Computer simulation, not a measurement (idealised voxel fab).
process module | voxel air gaps
cross-section cut | 275 nm wide | cells 5 nm
A cross-section is a grid of square cells, given in bands from the top down. A band is one or more rows of cells.
Each band's line starts with the height of the band's top and of its bottom, in nm. Then come its materials from left to right, each with its width in nm. One material with "throughout" fills the band from edge to edge. "air" is empty space.
Height 0 is the level under which the wafer as received is all one material. The lowest band goes on downwards, as in "0 down".
A width such as "30 to 40" changes by the same amount from each row of cells to the next, from the band's top row to its bottom row.
"no change" after a step means that no cell of the cross-section changed.
closed voids: empty space of 8 cells or more with no open way to the top, each as width x height at its distance from the left edge, in nm
after a step's settings: what the simulator itself notes on the step
overlay nm, on a step with a mask: how far to the right of its planned place the mask lay; to the left if negative
plan
1 op RECEIVE | material Si
2 op CONFORMAL_DEP | material SiO2 | thk nm 10
3 op CONFORMAL_DEP | material SiN | thk nm 5
4 op DIRECTIONAL_DEP | material SiO2 | thk nm 35
5 op MASKED_ETCH | tone open | mask id LINES | width nm 20 | pitch nm 50 | etch materials SiO2 | depth nm 35 | overlay nm 0
6 op CONFORMAL_DEP | material TiN | thk nm 5
7 op FILL_DEP | material W | thk nm 10
8 op CMP | height nm 50
9 op EPI | material Ru | thk nm 10
10 op SELECTIVE_ETCH | etch materials SiO2 | depth nm 45
11 op CONFORMAL_DEP | material SiN | thk nm 5
as received, after step 1
  0 down: Si throughout
  closed voids: none
a wafer at the end: this start, this plan, one mistake
  55 to 50: air 35 | SiN 200 | air 40
  50 to 40: air 35 | SiN 5 | Ru 40 | SiN 10 | Ru 40 | SiN 10 | Ru 40 | SiN 10 | Ru 40 | SiN 5 | air 40
  40 to 35: air 35 | SiN 15 | TiN 5 | W 10 | TiN 5 | SiN 30 | TiN 5 | W 10 | TiN 5 | SiN 30 | TiN 5 | W 10 | TiN 5 | SiN 30 | TiN 5 | W 10 | TiN 5 | SiN 15 | air 40
  35 to 20: air 45 | SiN 5 | TiN 5 | W 10 | TiN 5 | SiN 5 | air 20 | SiN 5 | TiN 5 | W 10 | TiN 5 | SiN 5 | air 20 | SiN 5 | TiN 5 | W 10 | TiN 5 | SiN 5 | air 20 | SiN 5 | TiN 5 | W 10 | TiN 5 | SiN 5 | air 50
  20 to 15: SiN 50 | TiN 20 | SiN 30 | TiN 20 | SiN 30 | TiN 20 | SiN 30 | TiN 20 | SiN 55
  15 to 10: SiN throughout
  10 to 0: SiO2 throughout
  0 down: Si throughout
  closed voids: 20 x 15 at 75; 20 x 15 at 125; 20 x 15 at 175
what went wrong: step 8 ran as: op CMP | height nm 40
